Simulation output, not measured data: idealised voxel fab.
Documented hereafter: the process module known as voxel capacitor over wiring.
Square cell edge 5 nm, section width 280 nm, ID cut.
Format of a cross-section: grid, square cells. Given as bands. Order: top down. Band: one or more rows of cells. First you get the band's top height and its bottom height, in nm, and then the materials it's made of, left to right, with each width in nm. If you see a single material with "full width", that one covers the band edge to edge. "blank" is empty space. Heights are expressed relative to 0, this being the level below which the as-received wafer comprises one material exclusively. The lowest band is unbounded in the downward direction and is denoted as in "0 and below". With a width like "30->40", each row of cells in the band differs from the next by the same amount, the top row carrying the first number and the bottom row the second. A step reported as "same as before" is a step in which no cell of the cross-section changed. If an empty space has no open way to the top and is at least 8 cells in size, "Voids, sealed" lists it, written width x height at distance, where distance is measured from the left edge and every value is in nm. Step line, after settings: the simulator's comment on this step. "overlay nm" denotes, for a step that has a mask, the displacement of the mask to the right of its planned place, with negative values corresponding to the left.
The process steps that were planned are listed below
- 1: RECEIVE [material Si]
- 2: CONFORMAL_DEP [material SiO2] [thk nm 15]
- 3: DIRECTIONAL_DEP [material TiN] [thk nm 5]
- 4: DIRECTIONAL_DEP [material W] [thk nm 15]
- 5: DIRECTIONAL_DEP [material aC] [thk nm 10]
- 6: PATTERN [tone cover] [mask id METAL_1] [material resist] [width nm 20] [pitch nm 70] [thk nm 30] [overlay nm 0]
- 7: DIRECTIONAL_ETCH [etch materials aC] [depth nm 10]
- 8: STRIP [etch materials resist]
- 9: DIRECTIONAL_ETCH [etch materials W] [depth nm 15]
- 10: DIRECTIONAL_ETCH [etch materials TiN] [depth nm 5]
- 11: STRIP [etch materials aC]
- 12: FILL_DEP [material SiO2] [thk nm 5]
- 13: CMP [height nm 35]
- 14: CONFORMAL_DEP [material SiCN] [thk nm 5]
- 15: DIRECTIONAL_DEP [material SiO2] [thk nm 15]
- 16: MASKED_ETCH [tone open] [mask id PLUG_1] [width nm 15] [etch materials SiO2] [depth nm 15] [overlay nm 0]
- 17: MASKED_ETCH [tone open] [mask id PLUG_1] [width nm 15] [etch materials SiCN] [depth nm 5] [overlay nm 0]
- 18: EPI [material Ru] [thk nm 10]
- 19: EPI [material Ru] [thk nm 10]
- 20: DIRECTIONAL_DEP [material TiN] [thk nm 10]
- 21: DIRECTIONAL_DEP [material SiN] [thk nm 5]
- 22: DIRECTIONAL_DEP [material TiN] [thk nm 5]
- 23: PATTERN [tone cover] [mask id UPPER_PLATE] [material resist] [width nm 55] [thk nm 20] [overlay nm 0]
- 24: DIRECTIONAL_ETCH [etch materials TiN] [depth nm 5]
- 25: DIRECTIONAL_ETCH [etch materials SiN] [depth nm 5]
- 26: STRIP [etch materials resist]
- 27: DIRECTIONAL_DEP [material aC] [thk nm 10]
- 28: PATTERN [tone cover] [mask id LOWER_PLATE] [material resist] [width nm 65] [thk nm 25] [overlay nm 0]
- 29: DIRECTIONAL_ETCH [etch materials aC] [depth nm 10]
- 30: STRIP [etch materials resist]
- 31: DIRECTIONAL_ETCH [etch materials TiN] [depth nm 10]
- 32: STRIP [etch materials aC]
- 33: FILL_DEP [material SiO2] [thk nm 20]
- 34: CMP [height nm 90]
- 35: PATTERN [tone open] [mask id PLUG_2] [material resist] [width nm 15] [thk nm 15] [overlay nm 0]
- 36: DIRECTIONAL_ETCH [etch materials SiO2] [depth nm 15]
- 37: STRIP [etch materials resist]
- 38: CONFORMAL_DEP [material TiN] [thk nm 5]
- 39: FILL_DEP [material W] [thk nm 10]
- 40: CMP [height nm 90]
- 41: CONFORMAL_DEP [material SiN] [thk nm 5]
Incoming wafer in cross-section (state: after step 1)
* 0 and below = Si full width
* Voids, sealed: none
Run as planned - first of the two wafers cross-sectioned at the end of the module
* 95 down to 90 = SiN full width
* 90 down to 80 = 110 of SiO2 / 5 of TiN / 5 of W / 5 of TiN / 155 of SiO2
* 80 down to 70 = 110->100 of SiO2 / 15->55 of TiN / 155->125 of SiO2
* 70 down to 65 = 100 of SiO2 / 55 of SiN / 125 of SiO2
* 65 down to 55 = 95 of SiO2 / 65 of TiN / 120 of SiO2
* 55 down to 40 = 100 of SiO2 / 15 of Ru / 165 of SiO2
* 40 down to 35 = 100 of SiCN / 15 of Ru / 165 of SiCN
* 35 down to 20 = 95 of SiO2 / 20 of W / 50 of SiO2 / 20 of W / 95 of SiO2
* 20 down to 15 = 95 of SiO2 / 20 of TiN / 50 of SiO2 / 20 of TiN / 95 of SiO2
* 15 down to 0 = SiO2 full width
* 0 and below = Si full width
* Voids, sealed: none
This is the second of the two wafers, cross-sectioned at the end of the module; it started exactly like the first and was given the same plan, but it was run with one mistake
* 95 down to 90 = SiN full width
* 90 down to 80 = 110 of SiO2 / 5 of TiN / 5 of W / 5 of TiN / 155 of SiO2
* 80 down to 70 = 110->100 of SiO2 / 15->55 of TiN / 155->125 of SiO2
* 70 down to 65 = 100 of SiO2 / 55 of SiN / 125 of SiO2
* 65 down to 55 = 95 of SiO2 / 65 of TiN / 120 of SiO2
* 55 down to 40 = 100 of SiO2 / 15 of Ru / 165 of SiO2
* 40 down to 35 = 100 of SiCN / 15 of Ru / 165 of SiCN
* 35 down to 30 = 95 of SiO2 / 20 of TiN / 50 of SiO2 / 20 of TiN / 95 of SiO2
* 30 down to 15 = W full width
* 15 down to 0 = SiO2 full width
* 0 and below = Si full width
* Voids, sealed: none
Against the plan, the run slipped here: steps 3 and 4: order swapped relative to plan
End check, counted in cells, second wafer has more or fewer of these materials than the first: 144 fewer of SiO2; 144 more of W
